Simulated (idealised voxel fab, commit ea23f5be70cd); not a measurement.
process module | voxel wiring stack
cross-section cut | 185 nm wide | cells 5 nm
A cross-section is a grid of square cells, given in bands from the top down. A band is one or more rows of cells.
Each band's line starts with the height of the band's top and of its bottom, in nm. Then come its materials from left to right, each with its width in nm. One material with "throughout" fills the band from edge to edge. "air" is empty space.
Height 0 is the level under which the wafer as received is all one material. The lowest band goes on downwards, as in "0 down".
A width such as "30 to 40" changes by the same amount from each row of cells to the next, from the band's top row to its bottom row.
"no change" after a step means that no cell of the cross-section changed.
closed voids: empty space of 8 cells or more with no open way to the top, each as width x height at its distance from the left edge, in nm
after a step's settings: what the simulator itself notes on the step
overlay nm, on a step with a mask: how far to the right of its planned place the mask lay; to the left if negative
plan
1 op RECEIVE | material Si
2 op CONFORMAL_DEP | material SiO2 | thk nm 15
3 op CONFORMAL_DEP | material SiN | thk nm 5
4 op DIRECTIONAL_DEP | material lowk | thk nm 20
5 op PATTERN | tone open | mask id METAL_1 | material resist | width nm 20 | pitch nm 45 | thk nm 20 | overlay nm 0
6 op DIRECTIONAL_ETCH | etch materials lowk | depth nm 20
7 op DIRECTIONAL_ETCH | etch materials SiN | depth nm 5
8 op STRIP | etch materials resist
9 op CONFORMAL_DEP | material TiN | thk nm 5
10 op FILL_DEP | material Cu | thk nm 10
11 op CMP | height nm 40
12 op EPI | material Ru | thk nm 5
13 op FILL_DEP | material SiCN | thk nm 5
14 op DIRECTIONAL_DEP | material lowk | thk nm 20
15 op MASKED_ETCH | tone open | mask id PLUG_1 | width nm 15 | pitch nm 90 | etch materials lowk | depth nm 20 | overlay nm 0
16 op MASKED_ETCH | tone open | mask id PLUG_1 | width nm 15 | pitch nm 90 | etch materials SiCN | depth nm 5 | overlay nm 0
17 op CONFORMAL_DEP | material TiN | thk nm 5
18 op FILL_DEP | material W | thk nm 5
19 op CMP | height nm 70
20 op DIRECTIONAL_DEP | material TiN | thk nm 5
21 op DIRECTIONAL_DEP | material Ru | thk nm 25
22 op DIRECTIONAL_DEP | material aC | thk nm 10
23 op PATTERN | tone cover | mask id METAL_2 | material resist | width nm 20 | pitch nm 45 | thk nm 30 | overlay nm 0
24 op DIRECTIONAL_ETCH | etch materials aC | depth nm 10
25 op STRIP | etch materials resist
26 op DIRECTIONAL_ETCH | etch materials Ru | depth nm 25
27 op DIRECTIONAL_ETCH | etch materials TiN | depth nm 5
28 op STRIP | etch materials aC
29 op FILL_DEP | material SiO2 | thk nm 10
30 op CMP | height nm 100
31 op CONFORMAL_DEP | material SiCN | thk nm 5
as received, after step 1
  0 down: Si throughout
  closed voids: none
a wafer at the end: this start, this plan, one mistake
  105 to 100: SiCN throughout
  100 to 75: Ru 35 | SiO2 20 | Ru 25 | SiO2 20 | Ru 25 | SiO2 20 | Ru 40
  75 to 70: TiN 35 | SiO2 20 | TiN 25 | SiO2 20 | TiN 25 | SiO2 20 | TiN 40
  70 to 50: lowk 35 | TiN 5 | W 5 | TiN 5 | lowk 75 | TiN 5 | W 5 | TiN 5 | lowk 45
  50 to 45: SiCN 35 | TiN 15 | SiCN 75 | TiN 15 | SiCN 45
  45 to 40: SiCN 30 | Ru 30 | SiCN 15 | Ru 30 | SiCN 15 | Ru 30 | SiCN 35
  40 to 20: lowk 35 | TiN 5 | Cu 10 | TiN 5 | lowk 25 | TiN 5 | Cu 10 | TiN 5 | lowk 25 | TiN 5 | Cu 10 | TiN 5 | lowk 40
  20 to 15: SiN 35 | TiN 20 | SiN 25 | TiN 20 | SiN 25 | TiN 20 | SiN 40
  15 to 0: SiO2 throughout
  0 down: Si throughout
  closed voids: none
what went wrong: step 23 ran as: op PATTERN | tone open | mask id METAL_2 | material resist | width nm 20 | pitch nm 45 | thk nm 30 | overlay nm 0
